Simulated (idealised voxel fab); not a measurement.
process module | voxel capacitor over wiring
cross-section cut | 165 nm wide | cells 5 nm
A cross-section is a grid of square cells, given in bands from the top down. A band is one or more rows of cells.
Each band's line starts with the height of the band's top and of its bottom, in nm. Then come its materials from left to right, each with its width in nm. One material with "throughout" fills the band from edge to edge. "air" is empty space.
Height 0 is the level under which the wafer as received is all one material. The lowest band goes on downwards, as in "0 down".
A width such as "30 to 40" changes by the same amount from each row of cells to the next, from the band's top row to its bottom row.
"no change" after a step means that no cell of the cross-section changed.
closed voids: empty space of 8 cells or more with no open way to the top, each as width x height at its distance from the left edge, in nm
after a step's settings: what the simulator itself notes on the step
overlay nm, on a step with a mask: how far to the right of its planned place the mask lay; to the left if negative
plan
1 op RECEIVE | material Si
2 op CONFORMAL_DEP | material SiO2 | thk nm 15
3 op DIRECTIONAL_DEP | material TiN | thk nm 5
4 op DIRECTIONAL_DEP | material W | thk nm 15
5 op PATTERN | tone cover | mask id METAL_1 | material resist | width nm 30 | pitch nm 90 | thk nm 20 | overlay nm 0
6 op DIRECTIONAL_ETCH | etch materials W | depth nm 15
7 op DIRECTIONAL_ETCH | etch materials TiN | depth nm 5
8 op STRIP | etch materials resist
9 op CONFORMAL_DEP | material SiN | thk nm 5
10 op FILL_DEP | material lowk | thk nm 5
11 op CMP | height nm 35
12 op CONFORMAL_DEP | material SiCN | thk nm 5
13 op DIRECTIONAL_DEP | material lowk | thk nm 10
14 op PATTERN | tone open | mask id PLUG_1 | material resist | width nm 15 | thk nm 15 | overlay nm 0
15 op DIRECTIONAL_ETCH | etch materials lowk | depth nm 10
16 op DIRECTIONAL_ETCH | etch materials SiCN | depth nm 5
17 op STRIP | etch materials resist
18 op CONFORMAL_DEP | material TiN | thk nm 5
19 op FILL_DEP | material Cu | thk nm 5
20 op CMP | height nm 50
21 op DIRECTIONAL_DEP | material TiN | thk nm 10
22 op DIRECTIONAL_DEP | material SiN | thk nm 5
23 op DIRECTIONAL_DEP | material TiN | thk nm 5
24 op MASKED_ETCH | tone cover | mask id UPPER_PLATE | width nm 65 | etch materials TiN | depth nm 5 | overlay nm 0
25 op MASKED_ETCH | tone cover | mask id UPPER_PLATE | width nm 65 | etch materials SiN | depth nm 5 | overlay nm 0
26 op DIRECTIONAL_DEP | material aC | thk nm 10
27 op PATTERN | tone cover | mask id LOWER_PLATE | material resist | width nm 75 | thk nm 30 | overlay nm 0
28 op DIRECTIONAL_ETCH | etch materials aC | depth nm 10
29 op STRIP | etch materials resist
30 op DIRECTIONAL_ETCH | etch materials TiN | depth nm 10
31 op STRIP | etch materials aC
32 op FILL_DEP | material SiO2 | thk nm 20
33 op CMP | height nm 85
34 op DIRECTIONAL_DEP | material aC | thk nm 10
35 op PATTERN | tone open | mask id PLUG_2 | material resist | width nm 15 | thk nm 25 | overlay nm 0
36 op DIRECTIONAL_ETCH | etch materials aC | depth nm 10
37 op STRIP | etch materials resist
38 op DIRECTIONAL_ETCH | etch materials SiO2 | depth nm 15
39 op STRIP | etch materials aC
40 op CONFORMAL_DEP | material TiN | thk nm 5
41 op FILL_DEP | material Cu | thk nm 10
42 op CMP | height nm 85
43 op CONFORMAL_DEP | material SiN | thk nm 5
as received, after step 1
  0 down: Si throughout
  closed voids: none
first wafer at the end, as planned
  90 to 85: SiN throughout
  85 to 75: SiO2 45 | TiN 5 | Cu 5 | TiN 5 | SiO2 105
  75 to 65: SiO2 45 to 35 | TiN 15 to 65 | SiO2 105 to 65
  65 to 60: SiO2 35 | SiN 65 | SiO2 65
  60 to 50: SiO2 30 | TiN 75 | SiO2 60
  50 to 40: lowk 35 | TiN 5 | Cu 5 | TiN 5 | lowk 115
  40 to 35: SiCN 35 | TiN 15 | SiCN 115
  35 to 20: lowk 15 | SiN 5 | W 30 | SiN 5 | lowk 50 | SiN 5 | W 30 | SiN 5 | lowk 20
  20 to 15: SiN 20 | TiN 30 | SiN 60 | TiN 30 | SiN 25
  15 to 0: SiO2 throughout
  0 down: Si throughout
  closed voids: none
second wafer at the end: like start, like plan, one mistake
  90 to 85: SiN throughout
  85 to 75: SiO2 45 | TiN 5 | Cu 5 | TiN 5 | SiO2 105
  75 to 65: SiO2 45 to 35 | TiN 15 to 65 | SiO2 105 to 65
  65 to 60: SiO2 35 | SiN 65 | SiO2 65
  60 to 50: SiO2 30 | TiN 75 | SiO2 60
  50 to 40: lowk 35 | TiN 5 | Cu 5 | TiN 5 | lowk 115
  40 to 35: SiCN 35 | TiN 15 | SiCN 115
  35 to 30: lowk 15 | SiN 40 | lowk 50 | SiN 40 | lowk 20
  30 to 20: lowk 15 | SiN 5 | W 30 | SiN 5 | lowk 50 | SiN 5 | W 30 | SiN 5 | lowk 20
  20 to 15: SiN 20 | W 30 | SiN 60 | W 30 | SiN 25
  15 to 0: SiO2 throughout
  0 down: Si throughout
  closed voids: none
what went wrong: step 3 was left out
at the end the second wafer has, in cells: 12 more of SiN | 12 fewer of TiN
